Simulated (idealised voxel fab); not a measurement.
process module | voxel spacer lines
cross-section cut | 220 nm wide | cells 5 nm
A cross-section is a grid of square cells, given in bands from the top down. A band is one or more rows of cells.
Each band's line starts with the height of the band's top and of its bottom, in nm. Then come its materials from left to right, each with its width in nm. One material with "throughout" fills the band from edge to edge. "air" is empty space.
Height 0 is the level under which the wafer as received is all one material. The lowest band goes on downwards, as in "0 down".
A width such as "30 to 40" changes by the same amount from each row of cells to the next, from the band's top row to its bottom row.
"no change" after a step means that no cell of the cross-section changed.
closed voids: empty space of 8 cells or more with no open way to the top, each as width x height at its distance from the left edge, in nm
after a step's settings: what the simulator itself notes on the step
overlay nm, on a step with a mask: how far to the right of its planned place the mask lay; to the left if negative
plan
1 op RECEIVE | material Si
2 op CONFORMAL_DEP | material Al2O3 | thk nm 10
3 op DIRECTIONAL_DEP | material TiN | thk nm 10
4 op DIRECTIONAL_DEP | material aC | thk nm 20
5 op PATTERN | tone cover | mask id MANDREL | material resist | width nm 20 | pitch nm 60 | thk nm 30 | overlay nm 0
6 op DIRECTIONAL_ETCH | etch materials aC | depth nm 20
7 op STRIP | etch materials resist
8 op CONFORMAL_DEP | material SiN | thk nm 10
9 op DIRECTIONAL_ETCH | etch materials SiN | depth nm 10
10 op STRIP | etch materials aC
11 op DIRECTIONAL_ETCH | etch materials TiN | depth nm 10
12 op STRIP | etch materials SiN
as received, after step 1
  0 down: Si throughout
  closed voids: none
a wafer at the end: this start, this plan, one mistake
  20 to 10: air 20 | TiN 10 | air 20 | TiN 10 | air 20 | TiN 10 | air 20 | TiN 10 | air 20 | TiN 10 | air 20 | TiN 10 | air 40
  10 to 0: Al2O3 throughout
  0 down: Si throughout
  closed voids: none
what went wrong: step 5 ran as: op PATTERN | tone cover | mask id MANDREL | material resist | width nm 20 | pitch nm 60 | thk nm 30 | overlay nm -10
